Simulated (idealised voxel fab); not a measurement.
process module | voxel transistor to metal
cross-section cut | 150 nm wide | cells 5 nm
A cross-section is a grid of square cells, given in bands from the top down. A band is one or more rows of cells.
Each band's line starts with the height of the band's top and of its bottom, in nm. Then come its materials from left to right, each with its width in nm. One material with "throughout" fills the band from edge to edge. "air" is empty space.
Height 0 is the level under which the wafer as received is all one material. The lowest band goes on downwards, as in "0 down".
A width such as "30 to 40" changes by the same amount from each row of cells to the next, from the band's top row to its bottom row.
"no change" after a step means that no cell of the cross-section changed.
closed voids: empty space of 8 cells or more with no open way to the top, each as width x height at its distance from the left edge, in nm
after a step's settings: what the simulator itself notes on the step
overlay nm, on a step with a mask: how far to the right of its planned place the mask lay; to the left if negative
plan
1 op RECEIVE | material Si
2 op OXIDIZE | depth nm 5
3 op CONFORMAL_DEP | material SiN | thk nm 15
4 op MASKED_ETCH | tone cover | mask id ACTIVE | width nm 105 | etch materials SiN | depth nm 15 | overlay nm 0
5 op MASKED_ETCH | tone cover | mask id ACTIVE | width nm 105 | etch materials SiO2 | depth nm 5 | overlay nm 0
6 op MASKED_ETCH | tone cover | mask id ACTIVE | width nm 105 | etch materials Si | depth nm 35 | overlay nm 0
7 op FILL_DEP | material SiO2 | thk nm 15
8 op CMP | height nm 15
9 op SELECTIVE_ETCH | etch materials SiO2 | depth nm 15
10 op STRIP | etch materials SiN
11 op SELECTIVE_ETCH | etch materials SiO2 | depth nm 5
12 op OXIDIZE | depth nm 5
13 op DIRECTIONAL_DEP | material polySi | thk nm 25
14 op DIRECTIONAL_DEP | material SiCN | thk nm 15
15 op DIRECTIONAL_DEP | material aC | thk nm 10
16 op PATTERN | tone cover | mask id GATE | material resist | width nm 25 | thk nm 30 | overlay nm 0
17 op DIRECTIONAL_ETCH | etch materials aC | depth nm 10
18 op STRIP | etch materials resist
19 op DIRECTIONAL_ETCH | etch materials SiCN | depth nm 25
20 op DIRECTIONAL_ETCH | etch materials polySi | depth nm 35
21 op STRIP | etch materials aC
22 op CONFORMAL_DEP | material SiN | thk nm 5
23 op DIRECTIONAL_ETCH | etch materials SiN | depth nm 5
24 op DIRECTIONAL_ETCH | etch materials SiO2 | depth nm 5
25 op DIRECTIONAL_ETCH | etch materials Si | depth nm 5
26 op EPI | material SiGe | thk nm 5
27 op FILL_DEP | material SiO2 | thk nm 10
28 op CMP | height nm 20
29 op STRIP | etch materials polySi
30 op SELECTIVE_ETCH | etch materials SiO2 | depth nm 5
31 op CONFORMAL_DEP | material HfO2 | thk nm 5
32 op CONFORMAL_DEP | material TiN | thk nm 5
33 op FILL_DEP | material W | thk nm 5
34 op CMP | height nm 15
35 op DIRECTIONAL_DEP | material SiO2 | thk nm 10
36 op MASKED_ETCH | tone open | mask id CONTACT | width nm 15 | pitch nm 80 | etch materials SiO2 | depth nm 35 | overlay nm 0
37 op CONFORMAL_DEP | material TiN | thk nm 5
38 op FILL_DEP | material W | thk nm 10
39 op CMP | height nm 25
40 op DIRECTIONAL_DEP | material TiN | thk nm 5
41 op DIRECTIONAL_DEP | material W | thk nm 15
42 op PATTERN | tone cover | mask id METAL_1 | material resist | width nm 15 | pitch nm 80 | thk nm 20 | overlay nm 0
43 op DIRECTIONAL_ETCH | etch materials W | depth nm 15
44 op DIRECTIONAL_ETCH | etch materials TiN | depth nm 5
45 op STRIP | etch materials resist
46 op FILL_DEP | material SiO2 | thk nm 5
47 op CMP | height nm 45
48 op CONFORMAL_DEP | material SiN | thk nm 5
first wafer, as planned
as received, after step 1
  0 down: Si throughout
  closed voids: none
after step 2
  0 to -5: SiO2 throughout
  below -5: unchanged
after step 3
  15 to 0: SiN throughout
  below 0: unchanged
after step 4
  15 to 0: air 20 | SiN 105 | air 25
  below 0: unchanged
after step 5
  15 to 0: air 20 | SiN 105 | air 25
  0 to -5: air 20 | SiO2 105 | air 25
  below -5: unchanged
after step 6
  15 to 0: air 20 | SiN 105 | air 25
  0 to -5: air 20 | SiO2 105 | air 25
  -5 to -40: air 20 | Si 105 | air 25
  below -40: unchanged
after step 7
  30 to 15: SiO2 throughout
  15 to 0: SiO2 20 | SiN 105 | SiO2 25
  0 to -5: SiO2 throughout
  -5 to -40: SiO2 20 | Si 105 | SiO2 25
  below -40: unchanged
after step 8
  15 to 0: SiO2 20 | SiN 105 | SiO2 25
  below 0: unchanged
after step 9
  15 to 0: air 20 | SiN 105 | air 25
  below 0: unchanged
after step 10
  0 to -5: SiO2 throughout
  below -5: unchanged
after step 11
  -5 to -40: SiO2 20 | Si 105 | SiO2 25
  below -40: unchanged
after step 12
  -5 to -10: SiO2 throughout
  below -10: unchanged
after step 13
  20 to -5: polySi throughout
  below -5: unchanged
after step 14
  35 to 20: SiCN throughout
  below 20: unchanged
after step 15
  45 to 35: aC throughout
  below 35: unchanged
after step 16
  75 to 45: air 60 | resist 25 | air 65
  below 45: unchanged
after step 17
  65 to 45: air 60 | resist 25 | air 65
  45 to 35: air 60 | aC 25 | air 65
  below 35: unchanged
after step 18
  45 to 35: air 60 | aC 25 | air 65
  below 35: unchanged
after step 19
  45 to 35: air 60 | aC 25 | air 65
  35 to 20: air 60 | SiCN 25 | air 65
  below 20: unchanged
after step 20
  45 to 35: air 60 | aC 25 | air 65
  35 to 20: air 60 | SiCN 25 | air 65
  20 to -5: air 60 | polySi 25 | air 65
  below -5: unchanged
after step 21
  35 to 20: air 60 | SiCN 25 | air 65
  below 20: unchanged
after step 22
  40 to 35: air 55 | SiN 35 | air 60
  35 to 20: air 55 | SiN 5 | SiCN 25 | SiN 5 | air 60
  20 to 0: air 55 | SiN 5 | polySi 25 | SiN 5 | air 60
  0 to -5: SiN 60 | polySi 25 | SiN 65
  below -5: unchanged
after step 23
  35 to 20: air 55 | SiN 5 | SiCN 25 | SiN 5 | air 60
  20 to -5: air 55 | SiN 5 | polySi 25 | SiN 5 | air 60
  below -5: unchanged
after step 24
  35 to 20: air 55 | SiN 5 | SiCN 25 | SiN 5 | air 60
  20 to -5: air 55 | SiN 5 | polySi 25 | SiN 5 | air 60
  -5 to -10: air 55 | SiO2 35 | air 60
  below -10: unchanged
after step 25
  35 to 20: air 55 | SiN 5 | SiCN 25 | SiN 5 | air 60
  20 to -5: air 55 | SiN 5 | polySi 25 | SiN 5 | air 60
  -5 to -10: air 55 | SiO2 35 | air 60
  -10 to -15: SiO2 20 | air 35 | Si 35 | air 35 | SiO2 25
  below -15: unchanged
after step 26
  35 to 20: air 55 | SiN 5 | SiCN 25 | SiN 5 | air 60
  20 to -5: air 55 | SiN 5 | polySi 25 | SiN 5 | air 60
  -5 to -10: air 50 | SiGe 5 | SiO2 35 | SiGe 5 | air 55
  -10 to -15: SiO2 20 | SiGe 35 | Si 35 | SiGe 35 | SiO2 25
  below -15: unchanged
after step 27
  45 to 35: SiO2 throughout
  35 to 20: SiO2 55 | SiN 5 | SiCN 25 | SiN 5 | SiO2 60
  20 to -5: SiO2 55 | SiN 5 | polySi 25 | SiN 5 | SiO2 60
  -5 to -10: SiO2 50 | SiGe 5 | SiO2 35 | SiGe 5 | SiO2 55
  below -10: unchanged
after step 28
  20 to -5: SiO2 55 | SiN 5 | polySi 25 | SiN 5 | SiO2 60
  below -5: unchanged
after step 29
  20 to -5: SiO2 55 | SiN 5 | air 25 | SiN 5 | SiO2 60
  below -5: unchanged
after step 30
  20 to 15: air 55 | SiN 5 | air 25 | SiN 5 | air 60
  15 to -5: SiO2 55 | SiN 5 | air 25 | SiN 5 | SiO2 60
  -5 to -10: SiO2 50 | SiGe 5 | air 35 | SiGe 5 | SiO2 55
  below -10: unchanged
after step 31
  25 to 20: air 50 | HfO2 15 | air 15 | HfO2 15 | air 55
  20 to 15: HfO2 55 | SiN 5 | HfO2 5 | air 15 | HfO2 5 | SiN 5 | HfO2 60
  15 to -5: SiO2 55 | SiN 5 | HfO2 5 | air 15 | HfO2 5 | SiN 5 | SiO2 60
  -5 to -10: SiO2 50 | SiGe 5 | HfO2 35 | SiGe 5 | SiO2 55
  below -10: unchanged
after step 32
  30 to 25: air 45 | TiN 25 | air 5 | TiN 25 | air 50
  25 to 20: TiN 50 | HfO2 15 | TiN 5 | air 5 | TiN 5 | HfO2 15 | TiN 55
  20 to 15: HfO2 55 | SiN 5 | HfO2 5 | TiN 5 | air 5 | TiN 5 | HfO2 5 | SiN 5 | HfO2 60
  15 to 0: SiO2 55 | SiN 5 | HfO2 5 | TiN 5 | air 5 | TiN 5 | HfO2 5 | SiN 5 | SiO2 60
  0 to -5: SiO2 55 | SiN 5 | HfO2 5 | TiN 15 | HfO2 5 | SiN 5 | SiO2 60
  below -5: unchanged
after step 33
  35 to 30: W throughout
  30 to 25: W 45 | TiN 25 | W 5 | TiN 25 | W 50
  25 to 20: TiN 50 | HfO2 15 | TiN 5 | W 5 | TiN 5 | HfO2 15 | TiN 55
  20 to 15: HfO2 55 | SiN 5 | HfO2 5 | TiN 5 | W 5 | TiN 5 | HfO2 5 | SiN 5 | HfO2 60
  15 to 0: SiO2 55 | SiN 5 | HfO2 5 | TiN 5 | W 5 | TiN 5 | HfO2 5 | SiN 5 | SiO2 60
  below 0: unchanged
after step 34
  15 to 0: SiO2 55 | SiN 5 | HfO2 5 | TiN 5 | W 5 | TiN 5 | HfO2 5 | SiN 5 | SiO2 60
  below 0: unchanged
after step 35
  25 to 15: SiO2 throughout
  below 15: unchanged
after step 36
  25 to 15: SiO2 25 | air 15 | SiO2 65 | air 15 | SiO2 30
  15 to 0: SiO2 25 | air 15 | SiO2 15 | SiN 5 | HfO2 5 | TiN 5 | W 5 | TiN 5 | HfO2 5 | SiN 5 | SiO2 15 | air 15 | SiO2 30
  0 to -5: SiO2 25 | air 15 | SiO2 15 | SiN 5 | HfO2 5 | TiN 15 | HfO2 5 | SiN 5 | SiO2 15 | air 15 | SiO2 30
  -5 to -10: SiO2 25 | air 15 | SiO2 10 | SiGe 5 | HfO2 35 | SiGe 5 | SiO2 10 | air 15 | SiO2 30
  below -10: unchanged
after step 37
  30 to 25: TiN 30 | air 5 | TiN 75 | air 5 | TiN 35
  25 to 15: SiO2 25 | TiN 5 | air 5 | TiN 5 | SiO2 65 | TiN 5 | air 5 | TiN 5 | SiO2 30
  15 to 0: SiO2 25 | TiN 5 | air 5 | TiN 5 | SiO2 15 | SiN 5 | HfO2 5 | TiN 5 | W 5 | TiN 5 | HfO2 5 | SiN 5 | SiO2 15 | TiN 5 | air 5 | TiN 5 | SiO2 30
  0 to -5: SiO2 25 | TiN 5 | air 5 | TiN 5 | SiO2 15 | SiN 5 | HfO2 5 | TiN 15 | HfO2 5 | SiN 5 | SiO2 15 | TiN 5 | air 5 | TiN 5 | SiO2 30
  -5 to -10: SiO2 25 | TiN 15 | SiO2 10 | SiGe 5 | HfO2 35 | SiGe 5 | SiO2 10 | TiN 15 | SiO2 30
  below -10: unchanged
after step 38
  40 to 30: W throughout
  30 to 25: TiN 30 | W 5 | TiN 75 | W 5 | TiN 35
  25 to 15: SiO2 25 | TiN 5 | W 5 | TiN 5 | SiO2 65 | TiN 5 | W 5 | TiN 5 | SiO2 30
  15 to 0: SiO2 25 | TiN 5 | W 5 | TiN 5 | SiO2 15 | SiN 5 | HfO2 5 | TiN 5 | W 5 | TiN 5 | HfO2 5 | SiN 5 | SiO2 15 | TiN 5 | W 5 | TiN 5 | SiO2 30
  0 to -5: SiO2 25 | TiN 5 | W 5 | TiN 5 | SiO2 15 | SiN 5 | HfO2 5 | TiN 15 | HfO2 5 | SiN 5 | SiO2 15 | TiN 5 | W 5 | TiN 5 | SiO2 30
  below -5: unchanged
after step 39
  25 to 15: SiO2 25 | TiN 5 | W 5 | TiN 5 | SiO2 65 | TiN 5 | W 5 | TiN 5 | SiO2 30
  below 15: unchanged
after step 40
  30 to 25: TiN throughout
  below 25: unchanged
after step 41
  45 to 30: W throughout
  below 30: unchanged
after step 42
  65 to 45: air 25 | resist 15 | air 65 | resist 15 | air 30
  below 45: unchanged
after step 43
  65 to 45: air 25 | resist 15 | air 65 | resist 15 | air 30
  45 to 30: air 25 | W 15 | air 65 | W 15 | air 30
  below 30: unchanged
after step 44
  65 to 45: air 25 | resist 15 | air 65 | resist 15 | air 30
  45 to 30: air 25 | W 15 | air 65 | W 15 | air 30
  30 to 25: air 25 | TiN 15 | air 65 | TiN 15 | air 30
  below 25: unchanged
after step 45
  45 to 30: air 25 | W 15 | air 65 | W 15 | air 30
  below 30: unchanged
after step 46
  50 to 45: SiO2 throughout
  45 to 30: SiO2 25 | W 15 | SiO2 65 | W 15 | SiO2 30
  30 to 25: SiO2 25 | TiN 15 | SiO2 65 | TiN 15 | SiO2 30
  below 25: unchanged
after step 47
  45 to 30: SiO2 25 | W 15 | SiO2 65 | W 15 | SiO2 30
  below 30: unchanged
after step 48
  50 to 45: SiN throughout
  below 45: unchanged
second wafer: like start, like plan, one mistake. Through step 15 it matches the first wafer
when step 16 should have ended
  75 to 45: air 65 | resist 25 | air 60
  below 45: unchanged
when step 17 should have ended
  65 to 45: air 65 | resist 25 | air 60
  45 to 35: air 65 | aC 25 | air 60
  below 35: unchanged
when step 18 should have ended
  45 to 35: air 65 | aC 25 | air 60
  below 35: unchanged
when step 19 should have ended
  45 to 35: air 65 | aC 25 | air 60
  35 to 20: air 65 | SiCN 25 | air 60
  below 20: unchanged
when step 20 should have ended
  45 to 35: air 65 | aC 25 | air 60
  35 to 20: air 65 | SiCN 25 | air 60
  20 to -5: air 65 | polySi 25 | air 60
  below -5: unchanged
when step 21 should have ended
  35 to 20: air 65 | SiCN 25 | air 60
  below 20: unchanged
when step 22 should have ended
  40 to 35: air 60 | SiN 35 | air 55
  35 to 20: air 60 | SiN 5 | SiCN 25 | SiN 5 | air 55
  20 to 0: air 60 | SiN 5 | polySi 25 | SiN 5 | air 55
  0 to -5: SiN 65 | polySi 25 | SiN 60
  below -5: unchanged
when step 23 should have ended
  35 to 20: air 60 | SiN 5 | SiCN 25 | SiN 5 | air 55
  20 to -5: air 60 | SiN 5 | polySi 25 | SiN 5 | air 55
  below -5: unchanged
when step 24 should have ended
  35 to 20: air 60 | SiN 5 | SiCN 25 | SiN 5 | air 55
  20 to -5: air 60 | SiN 5 | polySi 25 | SiN 5 | air 55
  -5 to -10: air 60 | SiO2 35 | air 55
  below -10: unchanged
when step 25 should have ended
  35 to 20: air 60 | SiN 5 | SiCN 25 | SiN 5 | air 55
  20 to -5: air 60 | SiN 5 | polySi 25 | SiN 5 | air 55
  -5 to -10: air 60 | SiO2 35 | air 55
  -10 to -15: SiO2 20 | air 40 | Si 35 | air 30 | SiO2 25
  below -15: unchanged
when step 26 should have ended
  35 to 20: air 60 | SiN 5 | SiCN 25 | SiN 5 | air 55
  20 to -5: air 60 | SiN 5 | polySi 25 | SiN 5 | air 55
  -5 to -10: air 55 | SiGe 5 | SiO2 35 | SiGe 5 | air 50
  -10 to -15: SiO2 20 | SiGe 40 | Si 35 | SiGe 30 | SiO2 25
  below -15: unchanged
when step 27 should have ended
  45 to 35: SiO2 throughout
  35 to 20: SiO2 60 | SiN 5 | SiCN 25 | SiN 5 | SiO2 55
  20 to -5: SiO2 60 | SiN 5 | polySi 25 | SiN 5 | SiO2 55
  -5 to -10: SiO2 55 | SiGe 5 | SiO2 35 | SiGe 5 | SiO2 50
  below -10: unchanged
when step 28 should have ended
  20 to -5: SiO2 60 | SiN 5 | polySi 25 | SiN 5 | SiO2 55
  below -5: unchanged
when step 29 should have ended
  20 to -5: SiO2 60 | SiN 5 | air 25 | SiN 5 | SiO2 55
  below -5: unchanged
when step 30 should have ended
  20 to 15: air 60 | SiN 5 | air 25 | SiN 5 | air 55
  15 to -5: SiO2 60 | SiN 5 | air 25 | SiN 5 | SiO2 55
  -5 to -10: SiO2 55 | SiGe 5 | air 35 | SiGe 5 | SiO2 50
  below -10: unchanged
when step 31 should have ended
  25 to 20: air 55 | HfO2 15 | air 15 | HfO2 15 | air 50
  20 to 15: HfO2 60 | SiN 5 | HfO2 5 | air 15 | HfO2 5 | SiN 5 | HfO2 55
  15 to -5: SiO2 60 | SiN 5 | HfO2 5 | air 15 | HfO2 5 | SiN 5 | SiO2 55
  -5 to -10: SiO2 55 | SiGe 5 | HfO2 35 | SiGe 5 | SiO2 50
  below -10: unchanged
when step 32 should have ended
  30 to 25: air 50 | TiN 25 | air 5 | TiN 25 | air 45
  25 to 20: TiN 55 | HfO2 15 | TiN 5 | air 5 | TiN 5 | HfO2 15 | TiN 50
  20 to 15: HfO2 60 | SiN 5 | HfO2 5 | TiN 5 | air 5 | TiN 5 | HfO2 5 | SiN 5 | HfO2 55
  15 to 0: SiO2 60 | SiN 5 | HfO2 5 | TiN 5 | air 5 | TiN 5 | HfO2 5 | SiN 5 | SiO2 55
  0 to -5: SiO2 60 | SiN 5 | HfO2 5 | TiN 15 | HfO2 5 | SiN 5 | SiO2 55
  below -5: unchanged
when step 33 should have ended
  35 to 30: W throughout
  30 to 25: W 50 | TiN 25 | W 5 | TiN 25 | W 45
  25 to 20: TiN 55 | HfO2 15 | TiN 5 | W 5 | TiN 5 | HfO2 15 | TiN 50
  20 to 15: HfO2 60 | SiN 5 | HfO2 5 | TiN 5 | W 5 | TiN 5 | HfO2 5 | SiN 5 | HfO2 55
  15 to 0: SiO2 60 | SiN 5 | HfO2 5 | TiN 5 | W 5 | TiN 5 | HfO2 5 | SiN 5 | SiO2 55
  below 0: unchanged
when step 34 should have ended
  15 to 0: SiO2 60 | SiN 5 | HfO2 5 | TiN 5 | W 5 | TiN 5 | HfO2 5 | SiN 5 | SiO2 55
  below 0: unchanged
when step 35 should have ended
  25 to 15: SiO2 throughout
  below 15: unchanged
when step 36 should have ended
  25 to 15: SiO2 25 | air 15 | SiO2 65 | air 15 | SiO2 30
  15 to 0: SiO2 25 | air 15 | SiO2 20 | SiN 5 | HfO2 5 | TiN 5 | W 5 | TiN 5 | HfO2 5 | SiN 5 | SiO2 10 | air 15 | SiO2 30
  0 to -5: SiO2 25 | air 15 | SiO2 20 | SiN 5 | HfO2 5 | TiN 15 | HfO2 5 | SiN 5 | SiO2 10 | air 15 | SiO2 30
  -5 to -10: SiO2 25 | air 15 | SiO2 15 | SiGe 5 | HfO2 35 | SiGe 5 | SiO2 5 | air 15 | SiO2 30
  below -10: unchanged
when step 37 should have ended
  30 to 25: TiN 30 | air 5 | TiN 75 | air 5 | TiN 35
  25 to 15: SiO2 25 | TiN 5 | air 5 | TiN 5 | SiO2 65 | TiN 5 | air 5 | TiN 5 | SiO2 30
  15 to 0: SiO2 25 | TiN 5 | air 5 | TiN 5 | SiO2 20 | SiN 5 | HfO2 5 | TiN 5 | W 5 | TiN 5 | HfO2 5 | SiN 5 | SiO2 10 | TiN 5 | air 5 | TiN 5 | SiO2 30
  0 to -5: SiO2 25 | TiN 5 | air 5 | TiN 5 | SiO2 20 | SiN 5 | HfO2 5 | TiN 15 | HfO2 5 | SiN 5 | SiO2 10 | TiN 5 | air 5 | TiN 5 | SiO2 30
  -5 to -10: SiO2 25 | TiN 15 | SiO2 15 | SiGe 5 | HfO2 35 | SiGe 5 | SiO2 5 | TiN 15 | SiO2 30
  below -10: unchanged
when step 38 should have ended
  40 to 30: W throughout
  30 to 25: TiN 30 | W 5 | TiN 75 | W 5 | TiN 35
  25 to 15: SiO2 25 | TiN 5 | W 5 | TiN 5 | SiO2 65 | TiN 5 | W 5 | TiN 5 | SiO2 30
  15 to 0: SiO2 25 | TiN 5 | W 5 | TiN 5 | SiO2 20 | SiN 5 | HfO2 5 | TiN 5 | W 5 | TiN 5 | HfO2 5 | SiN 5 | SiO2 10 | TiN 5 | W 5 | TiN 5 | SiO2 30
  0 to -5: SiO2 25 | TiN 5 | W 5 | TiN 5 | SiO2 20 | SiN 5 | HfO2 5 | TiN 15 | HfO2 5 | SiN 5 | SiO2 10 | TiN 5 | W 5 | TiN 5 | SiO2 30
  below -5: unchanged
when step 39 should have ended
  25 to 15: SiO2 25 | TiN 5 | W 5 | TiN 5 | SiO2 65 | TiN 5 | W 5 | TiN 5 | SiO2 30
  below 15: unchanged
when step 40 should have ended
  30 to 25: TiN throughout
  below 25: unchanged
when step 41 should have ended
  45 to 30: W throughout
  below 30: unchanged
when step 42 should have ended
  65 to 45: air 25 | resist 15 | air 65 | resist 15 | air 30
  below 45: unchanged
when step 43 should have ended
  65 to 45: air 25 | resist 15 | air 65 | resist 15 | air 30
  45 to 30: air 25 | W 15 | air 65 | W 15 | air 30
  below 30: unchanged
when step 44 should have ended
  65 to 45: air 25 | resist 15 | air 65 | resist 15 | air 30
  45 to 30: air 25 | W 15 | air 65 | W 15 | air 30
  30 to 25: air 25 | TiN 15 | air 65 | TiN 15 | air 30
  below 25: unchanged
when step 45 should have ended
  45 to 30: air 25 | W 15 | air 65 | W 15 | air 30
  below 30: unchanged
when step 46 should have ended
  50 to 45: SiO2 throughout
  45 to 30: SiO2 25 | W 15 | SiO2 65 | W 15 | SiO2 30
  30 to 25: SiO2 25 | TiN 15 | SiO2 65 | TiN 15 | SiO2 30
  below 25: unchanged
when step 47 should have ended
  45 to 30: SiO2 25 | W 15 | SiO2 65 | W 15 | SiO2 30
  below 30: unchanged
when step 48 should have ended
  50 to 45: SiN throughout
  below 45: unchanged
what went wrong: step 16 ran as: op PATTERN | tone cover | mask id GATE | material resist | width nm 25 | thk nm 30 | overlay nm 5
at the end the second wafer has, in cells: as many of each material as the first, in other places
